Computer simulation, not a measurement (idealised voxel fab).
The process module that follows is named voxel ribs on slabs.
Cross-sectional view cut (width: 185 nm; square cell size: 5 nm).
For the purposes of this document, a cross-section shall be understood as a grid of square cells, specified as bands listed in top-to-bottom order, each band consisting of one or more rows of cells.
This entry defines a band. It first specifies the height of the band's top and the height of its bottom in nm, and then specifies the band's materials from left to right, stating each material with its width in nm. The word "everywhere" identifies a single material that fills the band from edge to edge, while the word "empty" identifies empty space.
Ref level 0: as-received wafer is one material below here. Bottom band extends down with no lower bound ("0 -> down").
Width spec "30..40" -> top row of cells at first value, bottom row at second value, equal per-row change in between.
The cross-section has no changed cell in any step marked "left unchanged".
Basically, "Closed void inventory" tells you about the enclosed voids: empty spaces with no open way to the top, 8 cells or bigger, each written width x height at distance, where distance is from the left edge, all in nm.
Anything after a step's settings on that line? It's the simulator's own note about the step.
"overlay nm" on a masked step: distance the mask lay right of its planned place, negative for left.

The steps planned for the process are as follows
step 1: RECEIVE,material Si
step 2: DIRECTIONAL_DEP,material SiO2,thk nm 30
step 3: DIRECTIONAL_DEP,material polySi,thk nm 20
step 4: MASKED_ETCH,tone cover,mask id RIB,width nm 20,etch materials polySi,depth nm 5,overlay nm 0
step 5: DIRECTIONAL_DEP,material aC,thk nm 15
step 6: PATTERN,tone cover,mask id SLAB,material resist,width nm 50,thk nm 30,overlay nm 0
step 7: DIRECTIONAL_ETCH,etch materials aC,depth nm 15
step 8: STRIP,etch materials resist
step 9: DIRECTIONAL_ETCH,etch materials polySi,depth nm 15
step 10: STRIP,etch materials aC
step 11: FILL_DEP,material SiO2,thk nm 20
step 12: CMP,height nm 60
step 13: DIRECTIONAL_DEP,material W,thk nm 5
step 14: MASKED_ETCH,tone cover,mask id HEATER,width nm 30,etch materials W,depth nm 5,overlay nm 0
step 15: CONFORMAL_DEP,material SiO2,thk nm 5

Cross-section: wafer on arrival = after step 1
    0 -> down = Si everywhere
    Closed void inventory: none

Starting wafer: above. Plan: above. Run: one mistake. Cross-section after the module: below
    65 -> 60 = 75 of empty, then 30 of W, then 80 of empty
    60 -> 50 = SiO2 everywhere
    50 -> 45 = 80 of SiO2, then 20 of polySi, then 85 of SiO2
    45 -> 30 = 65 of SiO2, then 50 of polySi, then 70 of SiO2
    30 -> 0 = SiO2 everywhere
    0 -> down = Si everywhere
    Closed void inventory: none
Short version of what went wrong: plan step 15 was not performed, having been skipped
